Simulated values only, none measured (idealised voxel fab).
This section sets out a process module, namely voxel ribs on slabs.
FYI the section here is cut, 190 nm wide, cells are 5 nm squares.
How to read a cross-section here: the picture is a grid of square cells, written as bands going from the top down, and any band can span one or more rows of cells.
Each band's line starts with the height of the band's top and of its bottom, in nm. Then come its materials from left to right, each with its width in nm. One material with "edge to edge" fills the band from edge to edge. "blank" is empty space.
Basically, 0 is our baseline, since under it the wafer straight out of the box is all one material. The bottom band has no lower end and keeps on going down, so it looks like "0 and below".
You'd read "30 to 40" like this: the band's top row of cells is as wide as the first number, its bottom row is as wide as the second, and going down, every row changes width by the same amount as the row before did.
"all unchanged" after a step means that no cell of the cross-section changed.
"Closed void register" enumerates empty spaces isolated from the top, with no open way to it, that contain at least 8 cells, giving each as width x height at distance from the left edge, all three in nm.
Whatever follows a step's settings on its line is a remark the simulator itself makes about that step.
Among the settings permitted on a step's line is "overlay nm"; applied to a step with a mask, it specifies the extent to which the mask lay to the right of its planned position, whereas a negative figure signifies a position to the left.
Quick note on how to read the rest: it's all pairs. You get the cross-section before a process step and the one after, but the after one only goes down as far as the lowest band that changed. The step in between, with its settings, sits under the pair. Heads up, the pairs can come from different runs of this module on the same starting wafer, so don't assume a pair picks up from the one above unless its "Pre-step section" entry says it does.

Pre-step section:
- 0 and below | Si edge to edge
- Closed void register: none

Result of Step:
- 30 down to 0 | SiO2 edge to edge
- Lower than 0, everything is as it was.
- Closed void register: none
Step applied between the pre-step and post-step cross-sections shown above: DIRECTIONAL_DEP with material SiO2, thk nm 30

Pre-step section: carried over from the after image of the pair right above.

Result of Step:
- 50 down to 30 | polySi edge to edge
- Lower than 30, everything is as it was.
- Closed void register: none
Step applied between the pre-step and post-step cross-sections shown above: DIRECTIONAL_DEP with material polySi, thk nm 20

Pre-step section: carried over from the after image of the pair right above.

Result of Step:
- 60 down to 50 | aC edge to edge
- Lower than 50, everything is as it was.
- Closed void register: none
Step applied between the pre-step and post-step cross-sections shown above: DIRECTIONAL_DEP with material aC, thk nm 10

Pre-step section: carried over from the after image of the pair right above.

Result of Step:
- 90 down to 60 | blank 80 nm | resist 30 nm | blank 80 nm
- Lower than 60, everything is as it was.
- Closed void register: none
Step applied between the pre-step and post-step cross-sections shown above: PATTERN with tone cover, mask id RIB, material resist, width nm 30, thk nm 30, overlay nm 0

Pre-step section: carried over from the after image of the pair right above.

Result of Step:
- 80 down to 60 | blank 80 nm | resist 30 nm | blank 80 nm
- 60 down to 50 | blank 80 nm | aC 30 nm | blank 80 nm
- Lower than 50, everything is as it was.
- Closed void register: none
Step applied between the pre-step and post-step cross-sections shown above: DIRECTIONAL_ETCH with etch materials aC, depth nm 10

Pre-step section: carried over from the after image of the pair right above.

Result of Step:
- 60 down to 50 | blank 80 nm | aC 30 nm | blank 80 nm
- Lower than 50, everything is as it was.
- Closed void register: none
Step applied between the pre-step and post-step cross-sections shown above: STRIP with etch materials resist

Pre-step section: carried over from the after image of the pair right above.

Result of Step:
- 60 down to 50 | blank 80 nm | aC 30 nm | blank 80 nm
- 50 down to 45 | blank 80 nm | polySi 30 nm | blank 80 nm
- Lower than 45, everything is as it was.
- Closed void register: none
Step applied between the pre-step and post-step cross-sections shown above: DIRECTIONAL_ETCH with etch materials polySi, depth nm 5

Pre-step section: carried over from the after image of the pair right above.

Result of Step:
- 50 down to 45 | blank 80 nm | polySi 30 nm | blank 80 nm
- Lower than 45, everything is as it was.
- Closed void register: none
Step applied between the pre-step and post-step cross-sections shown above: STRIP with etch materials aC

Pre-step section: carried over from the after image of the pair right above.

Result of Step:
- 60 down to 55 | blank 80 nm | aC 30 nm | blank 80 nm
- 55 down to 50 | aC edge to edge
- 50 down to 45 | aC 80 nm | polySi 30 nm | aC 80 nm
- Lower than 45, everything is as it was.
- Closed void register: none
Step applied between the pre-step and post-step cross-sections shown above: DIRECTIONAL_DEP with material aC, thk nm 10

Pre-step section: carried over from the after image of the pair right above.

Result of Step:
- 85 down to 60 | blank 55 nm | resist 80 nm | blank 55 nm
- 60 down to 55 | blank 55 nm | resist 25 nm | aC 30 nm | resist 25 nm | blank 55 nm
- Lower than 55, everything is as it was.
- Closed void register: none
Step applied between the pre-step and post-step cross-sections shown above: PATTERN with tone cover, mask id SLAB, material resist, width nm 80, thk nm 25, overlay nm 0

Pre-step section: carried over from the after image of the pair right above.

Result of Step:
- 75 down to 60 | blank 55 nm | resist 80 nm | blank 55 nm
- 60 down to 55 | blank 55 nm | resist 25 nm | aC 30 nm | resist 25 nm | blank 55 nm
- 55 down to 50 | blank 55 nm | aC 80 nm | blank 55 nm
- 50 down to 45 | blank 55 nm | aC 25 nm | polySi 30 nm | aC 25 nm | blank 55 nm
- Lower than 45, everything is as it was.
- Closed void register: none
Step applied between the pre-step and post-step cross-sections shown above: DIRECTIONAL_ETCH with etch materials aC, depth nm 10

Pre-step section: carried over from the after image of the pair right above.

Result of Step:
- 60 down to 50 | blank 80 to 55 nm | aC 30 to 80 nm | blank 80 to 55 nm
- Lower than 50, everything is as it was.
- Closed void register: none
Step applied between the pre-step and post-step cross-sections shown above: STRIP with etch materials resist

Pre-step section: carried over from the after image of the pair right above.

Result of Step:
- 60 down to 50 | blank 80 to 55 nm | aC 30 to 80 nm | blank 80 to 55 nm
- 50 down to 45 | blank 55 nm | aC 25 nm | polySi 30 nm | aC 25 nm | blank 55 nm
- 45 down to 30 | blank 55 nm | polySi 80 nm | blank 55 nm
- Lower than 30, everything is as it was.
- Closed void register: none
Step applied between the pre-step and post-step cross-sections shown above: DIRECTIONAL_ETCH with etch materials polySi, depth nm 15

Pre-step section: carried over from the after image of the pair right above.

Result of Step:
- 50 down to 45 | blank 80 nm | polySi 30 nm | blank 80 nm
- Lower than 45, everything is as it was.
- Closed void register: none
Step applied between the pre-step and post-step cross-sections shown above: STRIP with etch materials aC

Pre-step section: carried over from the after image of the pair right above.

Result of Step:
- 80 down to 50 | SiO2 edge to edge
- 50 down to 45 | SiO2 80 nm | polySi 30 nm | SiO2 80 nm
- 45 down to 30 | SiO2 55 nm | polySi 80 nm | SiO2 55 nm
- Lower than 30, everything is as it was.
- Closed void register: none
Step applied between the pre-step and post-step cross-sections shown above: FILL_DEP with material SiO2, thk nm 30

Pre-step section: carried over from the after image of the pair right above.

Result of Step:
- 70 down to 50 | SiO2 edge to edge
- Lower than 50, everything is as it was.
- Closed void register: none
Step applied between the pre-step and post-step cross-sections shown above: CMP with height nm 70

Pre-step section: carried over from the after image of the pair right above.

Result of Step:
- 75 down to 70 | TiN edge to edge
- Lower than 70, everything is as it was.
- Closed void register: none
Step applied between the pre-step and post-step cross-sections shown above: DIRECTIONAL_DEP with material TiN, thk nm 5

Pre-step section: carried over from the after image of the pair right above.

Result of Step:
- 95 down to 75 | blank 75 nm | resist 40 nm | blank 75 nm
- Lower than 75, everything is as it was.
- Closed void register: none
Step applied between the pre-step and post-step cross-sections shown above: PATTERN with tone cover, mask id HEATER, material resist, width nm 40, thk nm 20, overlay nm 0

Pre-step section: carried over from the after image of the pair right above.

Result of Step:
- 95 down to 75 | blank 75 nm | resist 40 nm | blank 75 nm
- 75 down to 70 | blank 75 nm | TiN 40 nm | blank 75 nm
- Lower than 70, everything is as it was.
- Closed void register: none
Step applied between the pre-step and post-step cross-sections shown above: DIRECTIONAL_ETCH with etch materials TiN, depth nm 5

Pre-step section: carried over from the after image of the pair right above.

Result of Step:
- 75 down to 70 | blank 75 nm | TiN 40 nm | blank 75 nm
- Lower than 70, everything is as it was.
- Closed void register: none
Step applied between the pre-step and post-step cross-sections shown above: STRIP with etch materials resist

Pre-step section: carried over from the after image of the pair right above.

Result of Step:
- 85 down to 80 | blank 65 nm | SiO2 60 nm | blank 65 nm
- 80 down to 75 | SiO2 edge to edge
- 75 down to 70 | SiO2 75 nm | TiN 40 nm | SiO2 75 nm
- Lower than 70, everything is as it was.
- Closed void register: none
Step applied between the pre-step and post-step cross-sections shown above: CONFORMAL_DEP with material SiO2, thk nm 10

Pre-step section:
- 50 down to 30 | polySi edge to edge
- 30 down to 0 | SiO2 edge to edge
- 0 and below | Si edge to edge
- Closed void register: none

Result of Step:
- 70 down to 30 | polySi edge to edge
- Lower than 30, everything is as it was.
- Closed void register: none
Step applied between the pre-step and post-step cross-sections shown above: DIRECTIONAL_DEP with material polySi, thk nm 20

Pre-step section: carried over from the after image of the pair right above.

Result of Step:
- 80 down to 70 | aC edge to edge
- Lower than 70, everything is as it was.
- Closed void register: none
Step applied between the pre-step and post-step cross-sections shown above: DIRECTIONAL_DEP with material aC, thk nm 10

Pre-step section: carried over from the after image of the pair right above.

Result of Step:
- 110 down to 80 | blank 80 nm | resist 30 nm | blank 80 nm
- Lower than 80, everything is as it was.
- Closed void register: none
Step applied between the pre-step and post-step cross-sections shown above: PATTERN with tone cover, mask id RIB, material resist, width nm 30, thk nm 30, overlay nm 0

Pre-step section: carried over from the after image of the pair right above.

Result of Step:
- 100 down to 80 | blank 80 nm | resist 30 nm | blank 80 nm
- 80 down to 70 | blank 80 nm | aC 30 nm | blank 80 nm
- Lower than 70, everything is as it was.
- Closed void register: none
Step applied between the pre-step and post-step cross-sections shown above: DIRECTIONAL_ETCH with etch materials aC, depth nm 10

Pre-step section: carried over from the after image of the pair right above.

Result of Step:
- 80 down to 70 | blank 80 nm | aC 30 nm | blank 80 nm
- Lower than 70, everything is as it was.
- Closed void register: none
Step applied between the pre-step and post-step cross-sections shown above: STRIP with etch materials resist

Pre-step section: carried over from the after image of the pair right above.

Result of Step:
- 80 down to 70 | blank 80 nm | aC 30 nm | blank 80 nm
- 70 down to 65 | blank 80 nm | polySi 30 nm | blank 80 nm
- Lower than 65, everything is as it was.
- Closed void register: none
Step applied between the pre-step and post-step cross-sections shown above: DIRECTIONAL_ETCH with etch materials polySi, depth nm 5

Pre-step section: carried over from the after image of the pair right above.

Result of Step:
- 70 down to 65 | blank 80 nm | polySi 30 nm | blank 80 nm
- Lower than 65, everything is as it was.
- Closed void register: none
Step applied between the pre-step and post-step cross-sections shown above: STRIP with etch materials aC

Pre-step section: carried over from the after image of the pair right above.

Result of Step:
- 80 down to 75 | blank 80 nm | aC 30 nm | blank 80 nm
- 75 down to 70 | aC edge to edge
- 70 down to 65 | aC 80 nm | polySi 30 nm | aC 80 nm
- Lower than 65, everything is as it was.
- Closed void register: none
Step applied between the pre-step and post-step cross-sections shown above: DIRECTIONAL_DEP with material aC, thk nm 10

Pre-step section: carried over from the after image of the pair right above.

Result of Step:
- 105 down to 80 | blank 55 nm | resist 80 nm | blank 55 nm
- 80 down to 75 | blank 55 nm | resist 25 nm | aC 30 nm | resist 25 nm | blank 55 nm
- Lower than 75, everything is as it was.
- Closed void register: none
Step applied between the pre-step and post-step cross-sections shown above: PATTERN with tone cover, mask id SLAB, material resist, width nm 80, thk nm 25, overlay nm 0

Pre-step section: carried over from the after image of the pair right above.

Result of Step:
- 95 down to 80 | blank 55 nm | resist 80 nm | blank 55 nm
- 80 down to 75 | blank 55 nm | resist 25 nm | aC 30 nm | resist 25 nm | blank 55 nm
- 75 down to 70 | blank 55 nm | aC 80 nm | blank 55 nm
- 70 down to 65 | blank 55 nm | aC 25 nm | polySi 30 nm | aC 25 nm | blank 55 nm
- Lower than 65, everything is as it was.
- Closed void register: none
Step applied between the pre-step and post-step cross-sections shown above: DIRECTIONAL_ETCH with etch materials aC, depth nm 10

Pre-step section: carried over from the after image of the pair right above.

Result of Step:
- 80 down to 70 | blank 80 to 55 nm | aC 30 to 80 nm | blank 80 to 55 nm
- Lower than 70, everything is as it was.
- Closed void register: none
Step applied between the pre-step and post-step cross-sections shown above: STRIP with etch materials resist

Pre-step section: carried over from the after image of the pair right above.

Result of Step:
- 80 down to 70 | blank 80 to 55 nm | aC 30 to 80 nm | blank 80 to 55 nm
- 70 down to 65 | blank 55 nm | aC 25 nm | polySi 30 nm | aC 25 nm | blank 55 nm
- 65 down to 50 | blank 55 nm | polySi 80 nm | blank 55 nm
- Lower than 50, everything is as it was.
- Closed void register: none
Step applied between the pre-step and post-step cross-sections shown above: DIRECTIONAL_ETCH with etch materials polySi, depth nm 15

Pre-step section: carried over from the after image of the pair right above.

Result of Step:
- 70 down to 65 | blank 80 nm | polySi 30 nm | blank 80 nm
- Lower than 65, everything is as it was.
- Closed void register: none
Step applied between the pre-step and post-step cross-sections shown above: STRIP with etch materials aC

Pre-step section: carried over from the after image of the pair right above.

Result of Step:
- 100 down to 70 | SiO2 edge to edge
- 70 down to 65 | SiO2 80 nm | polySi 30 nm | SiO2 80 nm
- 65 down to 50 | SiO2 55 nm | polySi 80 nm | SiO2 55 nm
- Lower than 50, everything is as it was.
- Closed void register: none
Step applied between the pre-step and post-step cross-sections shown above: FILL_DEP with material SiO2, thk nm 30

Pre-step section: carried over from the after image of the pair right above.

Result of Step:
- 70 down to 65 | SiO2 80 nm | polySi 30 nm | SiO2 80 nm
- Lower than 65, everything is as it was.
- Closed void register: none
Step applied between the pre-step and post-step cross-sections shown above: CMP with height nm 70

Pre-step section: carried over from the after image of the pair right above.

Result of Step:
- 75 down to 70 | TiN edge to edge
- Lower than 70, everything is as it was.
- Closed void register: none
Step applied between the pre-step and post-step cross-sections shown above: DIRECTIONAL_DEP with material TiN, thk nm 5

Pre-step section: carried over from the after image of the pair right above.

Result of Step:
- 95 down to 75 | blank 75 nm | resist 40 nm | blank 75 nm
- Lower than 75, everything is as it was.
- Closed void register: none
Step applied between the pre-step and post-step cross-sections shown above: PATTERN with tone cover, mask id HEATER, material resist, width nm 40, thk nm 20, overlay nm 0

Pre-step section: carried over from the after image of the pair right above.

Result of Step:
- 95 down to 75 | blank 75 nm | resist 40 nm | blank 75 nm
- 75 down to 70 | blank 75 nm | TiN 40 nm | blank 75 nm
- Lower than 70, everything is as it was.
- Closed void register: none
Step applied between the pre-step and post-step cross-sections shown above: DIRECTIONAL_ETCH with etch materials TiN, depth nm 5

Pre-step section: carried over from the after image of the pair right above.

Result of Step:
- 75 down to 70 | blank 75 nm | TiN 40 nm | blank 75 nm
- Lower than 70, everything is as it was.
- Closed void register: none
Step applied between the pre-step and post-step cross-sections shown above: STRIP with etch materials resist

Pre-step section: carried over from the after image of the pair right above.

Result of Step:
- 85 down to 80 | blank 65 nm | SiO2 60 nm | blank 65 nm
- 80 down to 75 | SiO2 edge to edge
- 75 down to 70 | SiO2 75 nm | TiN 40 nm | SiO2 75 nm
- Lower than 70, everything is as it was.
- Closed void register: none
Step applied between the pre-step and post-step cross-sections shown above: CONFORMAL_DEP with material SiO2, thk nm 10

Pre-step section:
- 0 and below | Si edge to edge
- Closed void register: none

Result of Step:
- 20 down to 0 | polySi edge to edge
- Lower than 0, everything is as it was.
- Closed void register: none
Step applied between the pre-step and post-step cross-sections shown above: DIRECTIONAL_DEP with material polySi, thk nm 20

Pre-step section: carried over from the after image of the pair right above.

Result of Step:
- 50 down to 20 | SiO2 edge to edge
- Lower than 20, everything is as it was.
- Closed void register: none
Step applied between the pre-step and post-step cross-sections shown above: DIRECTIONAL_DEP with material SiO2, thk nm 30

Pre-step section: carried over from the after image of the pair right above.

Result of Step:
- 60 down to 50 | aC edge to edge
- Lower than 50, everything is as it was.
- Closed void register: none
Step applied between the pre-step and post-step cross-sections shown above: DIRECTIONAL_DEP with material aC, thk nm 10

Pre-step section: carried over from the after image of the pair right above.

Result of Step:
- 90 down to 60 | blank 80 nm | resist 30 nm | blank 80 nm
- Lower than 60, everything is as it was.
- Closed void register: none
Step applied between the pre-step and post-step cross-sections shown above: PATTERN with tone cover, mask id RIB, material resist, width nm 30, thk nm 30, overlay nm 0

Pre-step section: carried over from the after image of the pair right above.

Result of Step:
- 80 down to 60 | blank 80 nm | resist 30 nm | blank 80 nm
- 60 down to 50 | blank 80 nm | aC 30 nm | blank 80 nm
- Lower than 50, everything is as it was.
- Closed void register: none
Step applied between the pre-step and post-step cross-sections shown above: DIRECTIONAL_ETCH with etch materials aC, depth nm 10

Pre-step section: carried over from the after image of the pair right above.

Result of Step:
- 60 down to 50 | blank 80 nm | aC 30 nm | blank 80 nm
- Lower than 50, everything is as it was.
- Closed void register: none
Step applied between the pre-step and post-step cross-sections shown above: STRIP with etch materials resist

Pre-step section: carried over from the after image of the pair right above.

Result of Step:
- 50 down to 20 | SiO2 edge to edge
- Lower than 20, everything is as it was.
- Closed void register: none
Step applied between the pre-step and post-step cross-sections shown above: STRIP with etch materials aC

Pre-step section:
- 60 down to 50 | aC edge to edge
- 50 down to 20 | SiO2 edge to edge
- 20 down to 0 | polySi edge to edge
- 0 and below | Si edge to edge
- Closed void register: none

Result of Step:
- 85 down to 60 | blank 55 nm | resist 80 nm | blank 55 nm
- Lower than 60, everything is as it was.
- Closed void register: none
Step applied between the pre-step and post-step cross-sections shown above: PATTERN with tone cover, mask id SLAB, material resist, width nm 80, thk nm 25, overlay nm 0

Pre-step section: carried over from the after image of the pair right above.

Result of Step:
- 75 down to 60 | blank 55 nm | resist 80 nm | blank 55 nm
- 60 down to 50 | blank 55 nm | aC 80 nm | blank 55 nm
- Lower than 50, everything is as it was.
- Closed void register: none
Step applied between the pre-step and post-step cross-sections shown above: DIRECTIONAL_ETCH with etch materials aC, depth nm 10

Pre-step section: carried over from the after image of the pair right above.

Result of Step:
- 60 down to 50 | blank 55 nm | aC 80 nm | blank 55 nm
- Lower than 50, everything is as it was.
- Closed void register: none
Step applied between the pre-step and post-step cross-sections shown above: STRIP with etch materials resist

Pre-step section: carried over from the after image of the pair right above.

Result of Step:
- 50 down to 20 | SiO2 edge to edge
- Lower than 20, everything is as it was.
- Closed void register: none
Step applied between the pre-step and post-step cross-sections shown above: STRIP with etch materials aC

Pre-step section: carried over from the after image of the pair right above.

Result of Step:
- 80 down to 20 | SiO2 edge to edge
- Lower than 20, everything is as it was.
- Closed void register: none
Step applied between the pre-step and post-step cross-sections shown above: FILL_DEP with material SiO2, thk nm 30

Pre-step section: carried over from the after image of the pair right above.

Result of Step:
- 70 down to 20 | SiO2 edge to edge
- Lower than 20, everything is as it was.
- Closed void register: none
Step applied between the pre-step and post-step cross-sections shown above: CMP with height nm 70

Pre-step section: carried over from the after image of the pair right above.

Result of Step:
- 75 down to 70 | TiN edge to edge
- Lower than 70, everything is as it was.
- Closed void register: none
Step applied between the pre-step and post-step cross-sections shown above: DIRECTIONAL_DEP with material TiN, thk nm 5

Pre-step section: carried over from the after image of the pair right above.

Result of Step:
- 95 down to 75 | blank 75 nm | resist 40 nm | blank 75 nm
- Lower than 75, everything is as it was.
- Closed void register: none
Step applied between the pre-step and post-step cross-sections shown above: PATTERN with tone cover, mask id HEATER, material resist, width nm 40, thk nm 20, overlay nm 0

Pre-step section: carried over from the after image of the pair right above.

Result of Step:
- 95 down to 75 | blank 75 nm | resist 40 nm | blank 75 nm
- 75 down to 70 | blank 75 nm | TiN 40 nm | blank 75 nm
- Lower than 70, everything is as it was.
- Closed void register: none
Step applied between the pre-step and post-step cross-sections shown above: DIRECTIONAL_ETCH with etch materials TiN, depth nm 5

Pre-step section: carried over from the after image of the pair right above.

Result of Step:
- 75 down to 70 | blank 75 nm | TiN 40 nm | blank 75 nm
- Lower than 70, everything is as it was.
- Closed void register: none
Step applied between the pre-step and post-step cross-sections shown above: STRIP with etch materials resist

Pre-step section: carried over from the after image of the pair right above.

Result of Step:
- 85 down to 80 | blank 65 nm | SiO2 60 nm | blank 65 nm
- 80 down to 75 | SiO2 edge to edge
- 75 down to 70 | SiO2 75 nm | TiN 40 nm | SiO2 75 nm
- Lower than 70, everything is as it was.
- Closed void register: none
Step applied between the pre-step and post-step cross-sections shown above: CONFORMAL_DEP with material SiO2, thk nm 10

Pre-step section:
- 70 down to 50 | SiO2 edge to edge
- 50 down to 45 | SiO2 80 nm | polySi 30 nm | SiO2 80 nm
- 45 down to 30 | SiO2 55 nm | polySi 80 nm | SiO2 55 nm
- 30 down to 0 | SiO2 edge to edge
- 0 and below | Si edge to edge
- Closed void register: none

Result of Step:
- 85 down to 70 | TiN edge to edge
- Lower than 70, everything is as it was.
- Closed void register: none
Step applied between the pre-step and post-step cross-sections shown above: DIRECTIONAL_DEP with material TiN, thk nm 15

Pre-step section: carried over from the after image of the pair right above.

Result of Step:
- 105 down to 85 | blank 75 nm | resist 40 nm | blank 75 nm
- Lower than 85, everything is as it was.
- Closed void register: none
Step applied between the pre-step and post-step cross-sections shown above: PATTERN with tone cover, mask id HEATER, material resist, width nm 40, thk nm 20, overlay nm 0

Pre-step section: carried over from the after image of the pair right above.

Result of Step:
- 105 down to 85 | blank 75 nm | resist 40 nm | blank 75 nm
- 85 down to 80 | blank 75 nm | TiN 40 nm | blank 75 nm
- Lower than 80, everything is as it was.
- Closed void register: none
Step applied between the pre-step and post-step cross-sections shown above: DIRECTIONAL_ETCH with etch materials TiN, depth nm 5

Pre-step section: carried over from the after image of the pair right above.

Result of Step:
- 85 down to 80 | blank 75 nm | TiN 40 nm | blank 75 nm
- Lower than 80, everything is as it was.
- Closed void register: none
Step applied between the pre-step and post-step cross-sections shown above: STRIP with etch materials resist

Pre-step section: carried over from the after image of the pair right above.

Result of Step:
- 95 down to 90 | blank 65 nm | SiO2 60 nm | blank 65 nm
- 90 down to 85 | SiO2 edge to edge
- 85 down to 80 | SiO2 75 nm | TiN 40 nm | SiO2 75 nm
- Lower than 80, everything is as it was.
- Closed void register: none
Step applied between the pre-step and post-step cross-sections shown above: CONFORMAL_DEP with material SiO2, thk nm 10

Pre-step section:
- 75 down to 70 | TiN edge to edge
- 70 down to 50 | SiO2 edge to edge
- 50 down to 45 | SiO2 80 nm | polySi 30 nm | SiO2 80 nm
- 45 down to 30 | SiO2 55 nm | polySi 80 nm | SiO2 55 nm
- 30 down to 0 | SiO2 edge to edge
- 0 and below | Si edge to edge
- Closed void register: none

Result of Step:
- 95 down to 75 | blank 75 nm | resist 45 nm | blank 70 nm
- Lower than 75, everything is as it was.
- Closed void register: none
Step applied between the pre-step and post-step cross-sections shown above: PATTERN with tone cover, mask id HEATER, material resist, width nm 45, thk nm 20, overlay nm 0

Pre-step section: carried over from the after image of the pair right above.

Result of Step:
- 95 down to 75 | blank 75 nm | resist 45 nm | blank 70 nm
- 75 down to 70 | blank 75 nm | TiN 45 nm | blank 70 nm
- Lower than 70, everything is as it was.
- Closed void register: none
Step applied between the pre-step and post-step cross-sections shown above: DIRECTIONAL_ETCH with etch materials TiN, depth nm 5

Pre-step section: carried over from the after image of the pair right above.

Result of Step:
- 75 down to 70 | blank 75 nm | TiN 45 nm | blank 70 nm
- Lower than 70, everything is as it was.
- Closed void register: none
Step applied between the pre-step and post-step cross-sections shown above: STRIP with etch materials resist

Pre-step section: carried over from the after image of the pair right above.

Result of Step:
- 85 down to 80 | blank 65 nm | SiO2 65 nm | blank 60 nm
- 80 down to 75 | SiO2 edge to edge
- 75 down to 70 | SiO2 75 nm | TiN 45 nm | SiO2 70 nm
- Lower than 70, everything is as it was.
- Closed void register: none
Step applied between the pre-step and post-step cross-sections shown above: CONFORMAL_DEP with material SiO2, thk nm 10

Pre-step section:
- 60 down to 50 | aC edge to edge
- 50 down to 30 | polySi edge to edge
- 30 down to 0 | SiO2 edge to edge
- 0 and below | Si edge to edge
- Closed void register: none

Result of Step:
- 90 down to 60 | blank 75 nm | resist 30 nm | blank 85 nm
- Lower than 60, everything is as it was.
- Closed void register: none
Step applied between the pre-step and post-step cross-sections shown above: PATTERN with tone cover, mask id RIB, material resist, width nm 30, thk nm 30, overlay nm -5

Pre-step section: carried over from the after image of the pair right above.

Result of Step:
- 80 down to 60 | blank 75 nm | resist 30 nm | blank 85 nm
- 60 down to 50 | blank 75 nm | aC 30 nm | blank 85 nm
- Lower than 50, everything is as it was.
- Closed void register: none
Step applied between the pre-step and post-step cross-sections shown above: DIRECTIONAL_ETCH with etch materials aC, depth nm 10

Pre-step section: carried over from the after image of the pair right above.

Result of Step:
- 60 down to 50 | blank 75 nm | aC 30 nm | blank 85 nm
- Lower than 50, everything is as it was.
- Closed void register: none
Step applied between the pre-step and post-step cross-sections shown above: STRIP with etch materials resist

Pre-step section: carried over from the after image of the pair right above.

Result of Step:
- 60 down to 50 | blank 75 nm | aC 30 nm | blank 85 nm
- 50 down to 45 | blank 75 nm | polySi 30 nm | blank 85 nm
- Lower than 45, everything is as it was.
- Closed void register: none
Step applied between the pre-step and post-step cross-sections shown above: DIRECTIONAL_ETCH with etch materials polySi, depth nm 5

Pre-step section: carried over from the after image of the pair right above.

Result of Step:
- 50 down to 45 | blank 75 nm | polySi 30 nm | blank 85 nm
- Lower than 45, everything is as it was.
- Closed void register: none
Step applied between the pre-step and post-step cross-sections shown above: STRIP with etch materials aC

Pre-step section: carried over from the after image of the pair right above.

Result of Step:
- 60 down to 55 | blank 75 nm | aC 30 nm | blank 85 nm
- 55 down to 50 | aC edge to edge
- 50 down to 45 | aC 75 nm | polySi 30 nm | aC 85 nm
- Lower than 45, everything is as it was.
- Closed void register: none
Step applied between the pre-step and post-step cross-sections shown above: DIRECTIONAL_DEP with material aC, thk nm 10

Pre-step section: carried over from the after image of the pair right above.

Result of Step:
- 85 down to 60 | blank 55 nm | resist 80 nm | blank 55 nm
- 60 down to 55 | blank 55 nm | resist 20 nm | aC 30 nm | resist 30 nm | blank 55 nm
- Lower than 55, everything is as it was.
- Closed void register: none
Step applied between the pre-step and post-step cross-sections shown above: PATTERN with tone cover, mask id SLAB, material resist, width nm 80, thk nm 25, overlay nm 0

Pre-step section: carried over from the after image of the pair right above.

Result of Step:
- 75 down to 60 | blank 55 nm | resist 80 nm | blank 55 nm
- 60 down to 55 | blank 55 nm | resist 20 nm | aC 30 nm | resist 30 nm | blank 55 nm
- 55 down to 50 | blank 55 nm | aC 80 nm | blank 55 nm
- 50 down to 45 | blank 55 nm | aC 20 nm | polySi 30 nm | aC 30 nm | blank 55 nm
- Lower than 45, everything is as it was.
- Closed void register: none
Step applied between the pre-step and post-step cross-sections shown above: DIRECTIONAL_ETCH with etch materials aC, depth nm 10

Pre-step section: carried over from the after image of the pair right above.

Result of Step:
- 60 down to 50 | blank 75 to 55 nm | aC 30 to 80 nm | blank 85 to 55 nm
- Lower than 50, everything is as it was.
- Closed void register: none
Step applied between the pre-step and post-step cross-sections shown above: STRIP with etch materials resist

Pre-step section: carried over from the after image of the pair right above.

Result of Step:
- 60 down to 50 | blank 75 to 55 nm | aC 30 to 80 nm | blank 85 to 55 nm
- 50 down to 45 | blank 55 nm | aC 20 nm | polySi 30 nm | aC 30 nm | blank 55 nm
- 45 down to 30 | blank 55 nm | polySi 80 nm | blank 55 nm
- Lower than 30, everything is as it was.
- Closed void register: none
Step applied between the pre-step and post-step cross-sections shown above: DIRECTIONAL_ETCH with etch materials polySi, depth nm 15

Pre-step section: carried over from the after image of the pair right above.

Result of Step:
- 50 down to 45 | blank 75 nm | polySi 30 nm | blank 85 nm
- Lower than 45, everything is as it was.
- Closed void register: none
Step applied between the pre-step and post-step cross-sections shown above: STRIP with etch materials aC

Pre-step section: carried over from the after image of the pair right above.

Result of Step:
- 80 down to 50 | SiO2 edge to edge
- 50 down to 45 | SiO2 75 nm | polySi 30 nm | SiO2 85 nm
- 45 down to 30 | SiO2 55 nm | polySi 80 nm | SiO2 55 nm
- Lower than 30, everything is as it was.
- Closed void register: none
Step applied between the pre-step and post-step cross-sections shown above: FILL_DEP with material SiO2, thk nm 30

Pre-step section: carried over from the after image of the pair right above.

Result of Step:
- 70 down to 50 | SiO2 edge to edge
- Lower than 50, everything is as it was.
- Closed void register: none
Step applied between the pre-step and post-step cross-sections shown above: CMP with height nm 70

Pre-step section: carried over from the after image of the pair right above.

Result of Step:
- 75 down to 70 | TiN edge to edge
- Lower than 70, everything is as it was.
- Closed void register: none
Step applied between the pre-step and post-step cross-sections shown above: DIRECTIONAL_DEP with material TiN, thk nm 5

Pre-step section: carried over from the after image of the pair right above.

Result of Step:
- 95 down to 75 | blank 75 nm | resist 40 nm | blank 75 nm
- Lower than 75, everything is as it was.
- Closed void register: none
Step applied between the pre-step and post-step cross-sections shown above: PATTERN with tone cover, mask id HEATER, material resist, width nm 40, thk nm 20, overlay nm 0

Pre-step section: carried over from the after image of the pair right above.

Result of Step:
- 95 down to 75 | blank 75 nm | resist 40 nm | blank 75 nm
- 75 down to 70 | blank 75 nm | TiN 40 nm | blank 75 nm
- Lower than 70, everything is as it was.
- Closed void register: none
Step applied between the pre-step and post-step cross-sections shown above: DIRECTIONAL_ETCH with etch materials TiN, depth nm 5

Pre-step section: carried over from the after image of the pair right above.

Result of Step:
- 75 down to 70 | blank 75 nm | TiN 40 nm | blank 75 nm
- Lower than 70, everything is as it was.
- Closed void register: none
Step applied between the pre-step and post-step cross-sections shown above: STRIP with etch materials resist

Pre-step section: carried over from the after image of the pair right above.

Result of Step:
- 85 down to 80 | blank 65 nm | SiO2 60 nm | blank 65 nm
- 80 down to 75 | SiO2 edge to edge
- 75 down to 70 | SiO2 75 nm | TiN 40 nm | SiO2 75 nm
- Lower than 70, everything is as it was.
- Closed void register: none
Step applied between the pre-step and post-step cross-sections shown above: CONFORMAL_DEP with material SiO2, thk nm 10

Pre-step section:
- 30 down to 0 | SiO2 edge to edge
- 0 and below | Si edge to edge
- Closed void register: none

Result of Step:
- 50 down to 30 | TiN edge to edge
- Lower than 30, everything is as it was.
- Closed void register: none
Step applied between the pre-step and post-step cross-sections shown above: DIRECTIONAL_DEP with material TiN, thk nm 20

Pre-step section: carried over from the after image of the pair right above.

Result of Step:
- 60 down to 50 | aC edge to edge
- Lower than 50, everything is as it was.
- Closed void register: none
Step applied between the pre-step and post-step cross-sections shown above: DIRECTIONAL_DEP with material aC, thk nm 10

Pre-step section: carried over from the after image of the pair right above.

Result of Step:
- 90 down to 60 | blank 80 nm | resist 30 nm | blank 80 nm
- Lower than 60, everything is as it was.
- Closed void register: none
Step applied between the pre-step and post-step cross-sections shown above: PATTERN with tone cover, mask id RIB, material resist, width nm 30, thk nm 30, overlay nm 0
